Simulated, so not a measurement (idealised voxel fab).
The process module that follows is named voxel gate over fins.
FYI the section here is cut, 165 nm wide, cells are 5 nm squares.
Heads up, the way a cross-section reads in here is a grid of square cells, handed over as bands from the top down, with every band being one or more rows of cells.
Band: top and bottom heights (nm) first, top before bottom; then materials from left to right, widths in nm. "full width" marks a sole material filling the band edge to edge. "empty" denotes empty space.
Heights are reckoned from 0. Under this level, the received wafer is all of one material. The bottommost band is open-ended downward, for example "0 nm and below".
Width "30->40": first value at the band's top row of cells, second value at its bottom row, equal change from row to row.
Where a step carries "nothing altered", the cross-section came out of it unchanged, cell for cell.
"Cavities, closed" specifies each empty space that is not open to the top and that occupies no fewer than 8 cells, using the form width x height at distance, the distance measured from the left edge and all three quantities in nm.
That trailing text on a step's line, after the settings, is the simulator's own remark on the step.
What "overlay nm" on a step's line means: if the step has a mask, that mask lay this far to the right of its planned place, or, when the value is negative, to the left.
-- Process steps foreseen in the plan
1 RECEIVE (material Si)
2 CONFORMAL_DEP (material SiN; thk nm 10)
3 PATTERN (tone cover; mask id FINS; material resist; width nm 15; pitch nm 60; thk nm 20; overlay nm 0)
4 DIRECTIONAL_ETCH (etch materials SiN; depth nm 10)
5 DIRECTIONAL_ETCH (etch materials Si; depth nm 30)
6 STRIP (etch materials resist)
7 FILL_DEP (material SiO2; thk nm 10)
8 CMP (height nm 10)
9 DIRECTIONAL_DEP (material aC; thk nm 15)
10 PATTERN (tone open; mask id RAIL; material resist; width nm 15; thk nm 30; overlay nm 0)
11 DIRECTIONAL_ETCH (etch materials aC; depth nm 15)
12 STRIP (etch materials resist)
13 DIRECTIONAL_ETCH (etch materials SiO2; depth nm 35)
14 STRIP (etch materials aC)
15 CONFORMAL_DEP (material TiN; thk nm 5)
16 FILL_DEP (material Ru; thk nm 10)
17 CMP (height nm 10)
18 SELECTIVE_ETCH (etch materials W Ru TiN; depth nm 30)
19 FILL_DEP (material SiO2; thk nm 5)
20 CMP (height nm 10)
21 SELECTIVE_ETCH (etch materials SiO2; depth nm 20)
22 STRIP (etch materials SiN)
23 CONFORMAL_DEP (material HfO2; thk nm 5)
24 CONFORMAL_DEP (material TiN; thk nm 5)
25 FILL_DEP (material W; thk nm 10)
26 CMP (height nm 15)
27 CONFORMAL_DEP (material SiCN; thk nm 5)
-- Of two wafers, the first: run according to plan
-- Cross-section: wafer on arrival = after step 1
  0 nm and below: Si full width
  Cavities, closed: none
-- Cross-section through the wafer, step 2 finished
  10 nm to 0 nm: SiN full width
  All layers under 0 are left as they were.
-- Cross-section through the wafer, step 3 finished
  30 nm to 10 nm: 45 empty, 15 resist, 45 empty, 15 resist, 45 empty
  All layers under 10 are left as they were.
-- Cross-section through the wafer, step 4 finished
  30 nm to 10 nm: 45 empty, 15 resist, 45 empty, 15 resist, 45 empty
  10 nm to 0 nm: 45 empty, 15 SiN, 45 empty, 15 SiN, 45 empty
  All layers under 0 are left as they were.
-- Cross-section through the wafer, step 5 finished
  30 nm to 10 nm: 45 empty, 15 resist, 45 empty, 15 resist, 45 empty
  10 nm to 0 nm: 45 empty, 15 SiN, 45 empty, 15 SiN, 45 empty
  0 nm to -30 nm: 45 empty, 15 Si, 45 empty, 15 Si, 45 empty
  All layers under -30 are left as they were.
-- Cross-section through the wafer, step 6 finished
  10 nm to 0 nm: 45 empty, 15 SiN, 45 empty, 15 SiN, 45 empty
  All layers under 0 are left as they were.
-- Cross-section through the wafer, step 7 finished
  20 nm to 10 nm: SiO2 full width
  10 nm to 0 nm: 45 SiO2, 15 SiN, 45 SiO2, 15 SiN, 45 SiO2
  0 nm to -30 nm: 45 SiO2, 15 Si, 45 SiO2, 15 Si, 45 SiO2
  All layers under -30 are left as they were.
-- Cross-section through the wafer, step 8 finished
  10 nm to 0 nm: 45 SiO2, 15 SiN, 45 SiO2, 15 SiN, 45 SiO2
  All layers under 0 are left as they were.
-- Cross-section through the wafer, step 9 finished
  25 nm to 10 nm: aC full width
  All layers under 10 are left as they were.
-- Cross-section through the wafer, step 10 finished
  55 nm to 25 nm: 75 resist, 15 empty, 75 resist
  All layers under 25 are left as they were.
-- Cross-section through the wafer, step 11 finished
  40 nm to 25 nm: 75 resist, 15 empty, 75 resist
  25 nm to 10 nm: 75 aC, 15 empty, 75 aC
  All layers under 10 are left as they were.
-- Cross-section through the wafer, step 12 finished
  25 nm to 10 nm: 75 aC, 15 empty, 75 aC
  All layers under 10 are left as they were.
-- Cross-section through the wafer, step 13 finished
  25 nm to 10 nm: 75 aC, 15 empty, 75 aC
  10 nm to 0 nm: 45 SiO2, 15 SiN, 15 SiO2, 15 empty, 15 SiO2, 15 SiN, 45 SiO2
  0 nm to -25 nm: 45 SiO2, 15 Si, 15 SiO2, 15 empty, 15 SiO2, 15 Si, 45 SiO2
  All layers under -25 are left as they were.
-- Cross-section through the wafer, step 14 finished
  10 nm to 0 nm: 45 SiO2, 15 SiN, 15 SiO2, 15 empty, 15 SiO2, 15 SiN, 45 SiO2
  All layers under 0 are left as they were.
-- Cross-section through the wafer, step 15 finished
  15 nm to 10 nm: 80 TiN, 5 empty, 80 TiN
  10 nm to 0 nm: 45 SiO2, 15 SiN, 15 SiO2, 5 TiN, 5 empty, 5 TiN, 15 SiO2, 15 SiN, 45 SiO2
  0 nm to -20 nm: 45 SiO2, 15 Si, 15 SiO2, 5 TiN, 5 empty, 5 TiN, 15 SiO2, 15 Si, 45 SiO2
  -20 nm to -25 nm: 45 SiO2, 15 Si, 15 SiO2, 15 TiN, 15 SiO2, 15 Si, 45 SiO2
  All layers under -25 are left as they were.
-- Cross-section through the wafer, step 16 finished
  25 nm to 15 nm: Ru full width
  15 nm to 10 nm: 80 TiN, 5 Ru, 80 TiN
  10 nm to 0 nm: 45 SiO2, 15 SiN, 15 SiO2, 5 TiN, 5 Ru, 5 TiN, 15 SiO2, 15 SiN, 45 SiO2
  0 nm to -20 nm: 45 SiO2, 15 Si, 15 SiO2, 5 TiN, 5 Ru, 5 TiN, 15 SiO2, 15 Si, 45 SiO2
  All layers under -20 are left as they were.
-- Cross-section through the wafer, step 17 finished
  10 nm to 0 nm: 45 SiO2, 15 SiN, 15 SiO2, 5 TiN, 5 Ru, 5 TiN, 15 SiO2, 15 SiN, 45 SiO2
  All layers under 0 are left as they were.
-- Cross-section through the wafer, step 18 finished
  10 nm to 0 nm: 45 SiO2, 15 SiN, 15 SiO2, 15 empty, 15 SiO2, 15 SiN, 45 SiO2
  0 nm to -20 nm: 45 SiO2, 15 Si, 15 SiO2, 15 empty, 15 SiO2, 15 Si, 45 SiO2
  All layers under -20 are left as they were.
-- Cross-section through the wafer, step 19 finished
  15 nm to 10 nm: SiO2 full width
  10 nm to 0 nm: 45 SiO2, 15 SiN, 45 SiO2, 15 SiN, 45 SiO2
  0 nm to -20 nm: 45 SiO2, 15 Si, 45 SiO2, 15 Si, 45 SiO2
  All layers under -20 are left as they were.
-- Cross-section through the wafer, step 20 finished
  10 nm to 0 nm: 45 SiO2, 15 SiN, 45 SiO2, 15 SiN, 45 SiO2
  All layers under 0 are left as they were.
-- Cross-section through the wafer, step 21 finished
  10 nm to 0 nm: 45 empty, 15 SiN, 45 empty, 15 SiN, 45 empty
  0 nm to -10 nm: 45 empty, 15 Si, 45 empty, 15 Si, 45 empty
  All layers under -10 are left as they were.
-- Cross-section through the wafer, step 22 finished
  0 nm to -10 nm: 45 empty, 15 Si, 45 empty, 15 Si, 45 empty
  All layers under -10 are left as they were.
-- Cross-section through the wafer, step 23 finished
  5 nm to 0 nm: 40 empty, 25 HfO2, 35 empty, 25 HfO2, 40 empty
  0 nm to -5 nm: 40 empty, 5 HfO2, 15 Si, 5 HfO2, 35 empty, 5 HfO2, 15 Si, 5 HfO2, 40 empty
  -5 nm to -10 nm: 45 HfO2, 15 Si, 45 HfO2, 15 Si, 45 HfO2
  All layers under -10 are left as they were.
-- Cross-section through the wafer, step 24 finished
  10 nm to 5 nm: 35 empty, 35 TiN, 25 empty, 35 TiN, 35 empty
  5 nm to 0 nm: 35 empty, 5 TiN, 25 HfO2, 5 TiN, 25 empty, 5 TiN, 25 HfO2, 5 TiN, 35 empty
  0 nm to -5 nm: 40 TiN, 5 HfO2, 15 Si, 5 HfO2, 35 TiN, 5 HfO2, 15 Si, 5 HfO2, 40 TiN
  All layers under -5 are left as they were.
-- Cross-section through the wafer, step 25 finished
  20 nm to 10 nm: W full width
  10 nm to 5 nm: 35 W, 35 TiN, 25 W, 35 TiN, 35 W
  5 nm to 0 nm: 35 W, 5 TiN, 25 HfO2, 5 TiN, 25 W, 5 TiN, 25 HfO2, 5 TiN, 35 W
  All layers under 0 are left as they were.
-- Cross-section through the wafer, step 26 finished
  15 nm to 10 nm: W full width
  All layers under 10 are left as they were.
-- Cross-section through the wafer, step 27 finished
  20 nm to 15 nm: SiCN full width
  All layers under 15 are left as they were.
-- Second wafer - shared start and plan with the first - one error in running - same as the first up to step 22 inclusive
-- Cross-section, second wafer, at the end time the plan gives for step 23
  5 nm to 0 nm: 40 empty, 25 TiN, 35 empty, 25 TiN, 40 empty
  0 nm to -5 nm: 40 empty, 5 TiN, 15 Si, 5 TiN, 35 empty, 5 TiN, 15 Si, 5 TiN, 40 empty
  -5 nm to -10 nm: 45 TiN, 15 Si, 45 TiN, 15 Si, 45 TiN
  All layers under -10 are left as they were.
-- Cross-section, second wafer, at the end time the plan gives for step 24
  10 nm to 5 nm: 35 empty, 35 HfO2, 25 empty, 35 HfO2, 35 empty
  5 nm to 0 nm: 35 empty, 5 HfO2, 25 TiN, 5 HfO2, 25 empty, 5 HfO2, 25 TiN, 5 HfO2, 35 empty
  0 nm to -5 nm: 40 HfO2, 5 TiN, 15 Si, 5 TiN, 35 HfO2, 5 TiN, 15 Si, 5 TiN, 40 HfO2
  All layers under -5 are left as they were.
-- Cross-section, second wafer, at the end time the plan gives for step 25
  20 nm to 10 nm: W full width
  10 nm to 5 nm: 35 W, 35 HfO2, 25 W, 35 HfO2, 35 W
  5 nm to 0 nm: 35 W, 5 HfO2, 25 TiN, 5 HfO2, 25 W, 5 HfO2, 25 TiN, 5 HfO2, 35 W
  All layers under 0 are left as they were.
-- Cross-section, second wafer, at the end time the plan gives for step 26
  15 nm to 10 nm: W full width
  All layers under 10 are left as they were.
-- Cross-section, second wafer, at the end time the plan gives for step 27
  20 nm to 15 nm: SiCN full width
  All layers under 15 are left as they were.
Nonconformance to the process plan: the processing plan was not followed for steps 23 and 24, which were run with their positions exchanged
Cell counts per material: same on both final wafers. Positions: different.
